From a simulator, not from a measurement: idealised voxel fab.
This section sets out a process module, namely voxel fin reveal.
It is cross-section cut that appears here, measuring 180 nm in width, its square cells being 5 nm in size.
Each cross-section below is a grid of square cells, stated as bands in top-down order, with one or more rows of cells making up each band. What a band's entry tells you: where the top is and where the bottom is, as heights in nm, and after that what lies inside, material by material from left to right, each with its width in nm. Empty space is written as the word "air", and a single material marked with the word "full width" occupies the band from edge to edge. Height 0 is the level under which the wafer as received is all one material. The lowest band goes on downwards, as in "0 nm and below". The two numbers in a width such as "30..40" mark its ends across the band: the first belongs to the top row of cells, the second to the bottom row, and from each row to the next the width moves by the same amount. "nothing altered" means the step left every cell of the cross-section as it was. "Closed void list" lists enclosed empty spaces (at least 8 cells, no open path upward to the top), each as width x height at distance from the left edge, in nm. Whatever follows a step's settings on its line is a remark the simulator itself makes about that step. What "overlay nm" on a step's line means: if the step has a mask, that mask lay this far to the right of its planned place, or, when the value is negative, to the left.

**Listed below are the process steps as planned**
| 1 | RECEIVE with material Si |
| 2 | CONFORMAL_DEP with material SiN, thk nm 10 |
| 3 | DIRECTIONAL_DEP with material aC, thk nm 15 |
| 4 | PATTERN with tone cover, mask id FINS, material resist, width nm 15, pitch nm 40, thk nm 35, overlay nm 0 |
| 5 | DIRECTIONAL_ETCH with etch materials aC, depth nm 15 |
| 6 | STRIP with etch materials resist |
| 7 | DIRECTIONAL_ETCH with etch materials SiN, depth nm 10 |
| 8 | DIRECTIONAL_ETCH with etch materials Si, depth nm 35 |
| 9 | STRIP with etch materials aC |
| 10 | FILL_DEP with material SiO2, thk nm 10 |
| 11 | CMP with height nm 10 |
| 12 | SELECTIVE_ETCH with etch materials SiO2, depth nm 20 |
| 13 | STRIP with etch materials SiN |

**First of two wafers: run as planned**

**As-received state of the wafer in cross-section, equivalent to post-step 1**
	0 nm and below | Si full width
	Closed void list: none

**Sectional view: wafer, after step 2**
	10 nm to 0 nm | SiN full width
	Below 0 it's all the same as before, nothing changed down there.

**Sectional view: wafer, after step 3**
	25 nm to 10 nm | aC full width
	Below 10 it's all the same as before, nothing changed down there.

**Sectional view: wafer, after step 4**
	60 nm to 25 nm | air 40 | resist 15 | air 25 | resist 15 | air 25 | resist 15 | air 45
	Below 25 it's all the same as before, nothing changed down there.

**Sectional view: wafer, after step 5**
	45 nm to 25 nm | air 40 | resist 15 | air 25 | resist 15 | air 25 | resist 15 | air 45
	25 nm to 10 nm | air 40 | aC 15 | air 25 | aC 15 | air 25 | aC 15 | air 45
	Below 10 it's all the same as before, nothing changed down there.

**Sectional view: wafer, after step 6**
	25 nm to 10 nm | air 40 | aC 15 | air 25 | aC 15 | air 25 | aC 15 | air 45
	Below 10 it's all the same as before, nothing changed down there.

**Sectional view: wafer, after step 7**
	25 nm to 10 nm | air 40 | aC 15 | air 25 | aC 15 | air 25 | aC 15 | air 45
	10 nm to 0 nm | air 40 | SiN 15 | air 25 | SiN 15 | air 25 | SiN 15 | air 45
	Below 0 it's all the same as before, nothing changed down there.

**Sectional view: wafer, after step 8**
	25 nm to 10 nm | air 40 | aC 15 | air 25 | aC 15 | air 25 | aC 15 | air 45
	10 nm to 0 nm | air 40 | SiN 15 | air 25 | SiN 15 | air 25 | SiN 15 | air 45
	0 nm to -35 nm | air 40 | Si 15 | air 25 | Si 15 | air 25 | Si 15 | air 45
	Below -35 it's all the same as before, nothing changed down there.

**Sectional view: wafer, after step 9**
	10 nm to 0 nm | air 40 | SiN 15 | air 25 | SiN 15 | air 25 | SiN 15 | air 45
	Below 0 it's all the same as before, nothing changed down there.

**Sectional view: wafer, after step 10**
	20 nm to 10 nm | SiO2 full width
	10 nm to 0 nm | SiO2 40 | SiN 15 | SiO2 25 | SiN 15 | SiO2 25 | SiN 15 | SiO2 45
	0 nm to -35 nm | SiO2 40 | Si 15 | SiO2 25 | Si 15 | SiO2 25 | Si 15 | SiO2 45
	Below -35 it's all the same as before, nothing changed down there.

**Sectional view: wafer, after step 11**
	10 nm to 0 nm | SiO2 40 | SiN 15 | SiO2 25 | SiN 15 | SiO2 25 | SiN 15 | SiO2 45
	Below 0 it's all the same as before, nothing changed down there.

**Sectional view: wafer, after step 12**
	10 nm to 0 nm | air 40 | SiN 15 | air 25 | SiN 15 | air 25 | SiN 15 | air 45
	0 nm to -10 nm | air 40 | Si 15 | air 25 | Si 15 | air 25 | Si 15 | air 45
	Below -10 it's all the same as before, nothing changed down there.

**Sectional view: wafer, after step 13**
	0 nm to -10 nm | air 40 | Si 15 | air 25 | Si 15 | air 25 | Si 15 | air 45
	Below -10 it's all the same as before, nothing changed down there.

**Second Wafer (Identical Start and Plan, One Processing Error; Matches First Wafer Through Step 11)**

**Cross-section, second wafer, at the end time the plan gives for step 12**
	10 nm to 0 nm | SiO2 40 | air 15 | SiO2 25 | air 15 | SiO2 25 | air 15 | SiO2 45
	Below 0 it's all the same as before, nothing changed down there.

**Cross-section, second wafer, at the end time the plan gives for step 13**
	0 nm to -10 nm | air 40 | Si 15 | air 25 | Si 15 | air 25 | Si 15 | air 45
	-10 nm to -20 nm | SiO2 20 | air 20 | Si 15 | air 25 | Si 15 | air 25 | Si 15 | air 20 | SiO2 25
	Below -20 it's all the same as before, nothing changed down there.
Plan not followed: step 12 ran in the slot meant for step 13, and vice versa
At the finish, the second wafer shows more or fewer cells for some materials than the first does: 36 fewer of SiO2
